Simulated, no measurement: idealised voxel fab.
process module | voxel fin reveal
cross-section cut | 185 nm wide | cells 5 nm
A cross-section is a grid of square cells, given in bands from the top down. A band is one or more rows of cells.
Each band's line starts with the height of the band's top and of its bottom, in nm. Then come its materials from left to right, each with its width in nm. One material with "throughout" fills the band from edge to edge. "air" is empty space.
Height 0 is the level under which the wafer as received is all one material. The lowest band goes on downwards, as in "0 down".
A width such as "30 to 40" changes by the same amount from each row of cells to the next, from the band's top row to its bottom row.
"no change" after a step means that no cell of the cross-section changed.
closed voids: empty space of 8 cells or more with no open way to the top, each as width x height at its distance from the left edge, in nm
after a step's settings: what the simulator itself notes on the step
overlay nm, on a step with a mask: how far to the right of its planned place the mask lay; to the left if negative
plan
1 op RECEIVE | material Si
2 op CONFORMAL_DEP | material SiN | thk nm 5
3 op MASKED_ETCH | tone cover | mask id FINS | width nm 15 | pitch nm 45 | etch materials SiN | depth nm 5 | overlay nm 0
4 op MASKED_ETCH | tone cover | mask id FINS | width nm 15 | pitch nm 45 | etch materials Si | depth nm 40 | overlay nm 0
5 op OXIDIZE | depth nm 5
6 op FILL_DEP | material SiO2 | thk nm 5
7 op CMP | height nm 5
8 op SELECTIVE_ETCH | etch materials SiO2 | depth nm 25
9 op STRIP | etch materials SiN
first wafer, as planned
as received, after step 1
  0 down: Si throughout
  closed voids: none
after step 2
  5 to 0: SiN throughout
  below 0: unchanged
after step 3
  5 to 0: air 15 | SiN 15 | air 30 | SiN 15 | air 30 | SiN 15 | air 30 | SiN 15 | air 20
  below 0: unchanged
after step 4
  5 to 0: air 15 | SiN 15 | air 30 | SiN 15 | air 30 | SiN 15 | air 30 | SiN 15 | air 20
  0 to -40: air 15 | Si 15 | air 30 | Si 15 | air 30 | Si 15 | air 30 | Si 15 | air 20
  below -40: unchanged
after step 5
  5 to 0: air 15 | SiN 15 | air 30 | SiN 15 | air 30 | SiN 15 | air 30 | SiN 15 | air 20
  0 to -40: air 15 | SiO2 5 | Si 5 | SiO2 5 | air 30 | SiO2 5 | Si 5 | SiO2 5 | air 30 | SiO2 5 | Si 5 | SiO2 5 | air 30 | SiO2 5 | Si 5 | SiO2 5 | air 20
  -40 to -45: SiO2 20 | Si 5 | SiO2 40 | Si 5 | SiO2 40 | Si 5 | SiO2 40 | Si 5 | SiO2 25
  below -45: unchanged
after step 6
  10 to 5: SiO2 throughout
  5 to 0: SiO2 15 | SiN 15 | SiO2 30 | SiN 15 | SiO2 30 | SiN 15 | SiO2 30 | SiN 15 | SiO2 20
  0 to -45: SiO2 20 | Si 5 | SiO2 40 | Si 5 | SiO2 40 | Si 5 | SiO2 40 | Si 5 | SiO2 25
  below -45: unchanged
after step 7
  5 to 0: SiO2 15 | SiN 15 | SiO2 30 | SiN 15 | SiO2 30 | SiN 15 | SiO2 30 | SiN 15 | SiO2 20
  below 0: unchanged
after step 8
  5 to 0: air 15 | SiN 15 | air 30 | SiN 15 | air 30 | SiN 15 | air 30 | SiN 15 | air 20
  0 to -20: air 20 | Si 5 | air 40 | Si 5 | air 40 | Si 5 | air 40 | Si 5 | air 25
  below -20: unchanged
after step 9
  0 to -20: air 20 | Si 5 | air 40 | Si 5 | air 40 | Si 5 | air 40 | Si 5 | air 25
  below -20: unchanged
second wafer: like start, like plan, one mistake. Through step 5 it matches the first wafer
when step 6 should have ended
  10 to 0: SiN throughout
  0 to -40: SiN 15 | SiO2 5 | Si 5 | SiO2 5 | SiN 30 | SiO2 5 | Si 5 | SiO2 5 | SiN 30 | SiO2 5 | Si 5 | SiO2 5 | SiN 30 | SiO2 5 | Si 5 | SiO2 5 | SiN 20
  below -40: unchanged
when step 7 should have ended
  5 to 0: SiN throughout
  below 0: unchanged
when step 8 should have ended: no change
when step 9 should have ended
  0 to -40: air 15 | SiO2 5 | Si 5 | SiO2 5 | air 30 | SiO2 5 | Si 5 | SiO2 5 | air 30 | SiO2 5 | Si 5 | SiO2 5 | air 30 | SiO2 5 | Si 5 | SiO2 5 | air 20
  below -40: unchanged
what went wrong: step 6 ran as: op FILL_DEP | material SiN | thk nm 5
at the end the second wafer has, in cells: 68 fewer of SiO2
